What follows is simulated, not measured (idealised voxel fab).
A process module follows: voxel transistor to metal.
The cross-section on display is named cut; it measures 175 nm wide, and its cells are 5 nm squares.
A cross-section in this document is a grid of square cells, and it is written down as bands, the top band listed before the ones below it; a band is made up of one or more rows of cells. Basically the band line says how high the top is and how high the bottom is, in nm, and then what's in it from left to right, every material with its width in nm. Empty space shows up as "air", and if a single material carries "full width" it runs the full band edge to edge. Heights are measured from 0, the level below which the as-received wafer is all one material; the lowest band has no bottom and continues downward, written as in "from 0 down". A two-number width, for instance "30..40", indicates that the width is equal to the first number in the top row of the band and to the second number in the bottom row, and that it changes by a constant amount per row of cells. Step marked "no change occurred"? Then no cell in the cross-section changed in it. "Sealed internal cavities": sealed empty spaces, 8 cells or more, no open way to top, listed width x height at distance, with distance from the left edge and width, height and distance in nm. If you see something after the settings on a step's line, that's the simulator's own remark about that step. overlay nm: where the mask lay relative to plan, measured to the right, on steps with a mask; negatives go left.
LIST OF PLANNED PROCESS STEPS
1: RECEIVE [material Si]
2: OXIDIZE [depth nm 5]
3: CONFORMAL_DEP [material SiN] [thk nm 15]
4: MASKED_ETCH [tone cover] [mask id ACTIVE] [width nm 125] [etch materials SiN] [depth nm 15] [overlay nm 0]
5: MASKED_ETCH [tone cover] [mask id ACTIVE] [width nm 125] [etch materials SiO2] [depth nm 5] [overlay nm 0]
6: MASKED_ETCH [tone cover] [mask id ACTIVE] [width nm 125] [etch materials Si] [depth nm 20] [overlay nm 0]
7: OXIDIZE [depth nm 5]
8: FILL_DEP [material SiO2] [thk nm 5]
9: CMP [height nm 15]
10: SELECTIVE_ETCH [etch materials SiO2] [depth nm 10]
11: STRIP [etch materials SiN]
12: SELECTIVE_ETCH [etch materials SiO2] [depth nm 5]
13: OXIDIZE [depth nm 5]
14: DIRECTIONAL_DEP [material polySi] [thk nm 30]
15: DIRECTIONAL_DEP [material SiCN] [thk nm 15]
16: MASKED_ETCH [tone cover] [mask id GATE] [width nm 25] [etch materials SiCN] [depth nm 25] [overlay nm 0]
17: MASKED_ETCH [tone cover] [mask id GATE] [width nm 25] [etch materials polySi] [depth nm 40] [overlay nm 0]
18: CONFORMAL_DEP [material SiN] [thk nm 5]
19: DIRECTIONAL_ETCH [etch materials SiN] [depth nm 5]
20: DIRECTIONAL_ETCH [etch materials SiO2] [depth nm 5]
21: DIRECTIONAL_ETCH [etch materials Si] [depth nm 10]
22: EPI [material nSi] [thk nm 15]
23: FILL_DEP [material SiO2] [thk nm 5]
24: CMP [height nm 25]
25: STRIP [etch materials polySi]
26: SELECTIVE_ETCH [etch materials SiO2] [depth nm 5]
27: CONFORMAL_DEP [material HfO2] [thk nm 5]
28: CONFORMAL_DEP [material TiN] [thk nm 5]
29: FILL_DEP [material W] [thk nm 5]
30: CMP [height nm 20]
31: DIRECTIONAL_DEP [material SiO2] [thk nm 15]
32: DIRECTIONAL_DEP [material aC] [thk nm 10]
33: PATTERN [tone open] [mask id CONTACT] [material resist] [width nm 20] [pitch nm 85] [thk nm 30] [overlay nm 0]
34: DIRECTIONAL_ETCH [etch materials aC] [depth nm 10]
35: STRIP [etch materials resist]
36: DIRECTIONAL_ETCH [etch materials SiO2] [depth nm 40]
37: STRIP [etch materials aC]
38: CONFORMAL_DEP [material TiN] [thk nm 5]
39: FILL_DEP [material W] [thk nm 5]
40: CMP [height nm 35]
41: DIRECTIONAL_DEP [material TiN] [thk nm 5]
42: DIRECTIONAL_DEP [material Ru] [thk nm 15]
43: MASKED_ETCH [tone cover] [mask id METAL_1] [width nm 20] [pitch nm 85] [etch materials Ru] [depth nm 15] [overlay nm 0]
44: MASKED_ETCH [tone cover] [mask id METAL_1] [width nm 20] [pitch nm 85] [etch materials TiN] [depth nm 5] [overlay nm 0]
45: FILL_DEP [material SiO2] [thk nm 10]
46: CMP [height nm 55]
47: CONFORMAL_DEP [material SiCN] [thk nm 5]
48: DIRECTIONAL_DEP [material SiO2] [thk nm 25]
49: MASKED_ETCH [tone open] [mask id METAL_2_HOLES] [width nm 15] [pitch nm 85] [etch materials SiO2] [depth nm 25] [overlay nm 0]
50: DIRECTIONAL_DEP [material aC] [thk nm 15]
51: PATTERN [tone open] [mask id METAL_2] [material resist] [width nm 20] [pitch nm 85] [thk nm 35] [overlay nm 0]
52: DIRECTIONAL_ETCH [etch materials aC] [depth nm 15]
53: STRIP [etch materials resist]
54: DIRECTIONAL_ETCH [etch materials SiO2] [depth nm 15]
55: DIRECTIONAL_ETCH [etch materials SiCN] [depth nm 5]
56: STRIP [etch materials aC]
57: CONFORMAL_DEP [material TiN] [thk nm 5]
58: FILL_DEP [material Ru] [thk nm 5]
59: CMP [height nm 85]
60: CONFORMAL_DEP [material SiCN] [thk nm 5]
AS-RECEIVED STATE OF THE WAFER IN CROSS-SECTION, EQUIVALENT TO POST-STEP 1
    from 0 down: Si full width
    Sealed internal cavities: none
CROSS-SECTION AT MODULE END, ONE RUN ERROR; START AND PLAN UNCHANGED FROM ABOVE
    from 90 to 85: SiCN full width
    from 85 to 75: SiO2: 35  TiN: 5  Ru: 10  TiN: 5  SiO2: 65  TiN: 5  Ru: 10  TiN: 5  SiO2: 35
    from 75 to 70: SiO2: 35  TiN: 5  Ru: 5  TiN: 10  SiO2: 65  TiN: 5  Ru: 5  TiN: 10  SiO2: 35
    from 70 to 60: SiO2: 35  TiN: 5  Ru: 5  TiN: 5  SiO2: 70  TiN: 5  Ru: 5  TiN: 5  SiO2: 40
    from 60 to 55: SiCN: 35  TiN: 15  SiCN: 70  TiN: 15  SiCN: 40
    from 55 to 40: SiO2: 35  Ru: 20  SiO2: 65  Ru: 20  SiO2: 35
    from 40 to 35: SiO2: 35  TiN: 20  SiO2: 65  TiN: 20  SiO2: 35
    from 35 to 20: SiO2: 35  TiN: 5  W: 10  TiN: 5  SiO2: 65  TiN: 5  W: 10  TiN: 5  SiO2: 35
    from 20 to 5: SiO2: 35  TiN: 5  W: 10  TiN: 5  SiO2: 15  SiN: 5  TiN: 5  W: 15  TiN: 5  SiN: 5  SiO2: 15  TiN: 5  W: 10  TiN: 5  SiO2: 35
    from 5 to 0: SiO2: 35  TiN: 5  W: 10  TiN: 5  nSi: 15  SiN: 5  TiN: 5  W: 15  TiN: 5  SiN: 5  nSi: 15  TiN: 5  W: 10  TiN: 5  SiO2: 35
    from 0 to -5: SiO2: 20  SiN: 5  SiO2: 10  TiN: 20  nSi: 15  SiN: 5  TiN: 5  W: 15  TiN: 5  SiN: 5  nSi: 15  TiN: 20  SiO2: 10  SiN: 5  SiO2: 20
    from -5 to -10: SiO2: 25  nSi: 45  TiN: 35  nSi: 45  SiO2: 25
    from -10 to -20: SiO2: 30  nSi: 40  Si: 35  nSi: 40  SiO2: 30
    from -20 to -30: SiO2: 30  Si: 115  SiO2: 30
    from -30 down: Si full width
    Sealed internal cavities: none
What went wrong in running the wafer? plan step 27 never ran because it was skipped
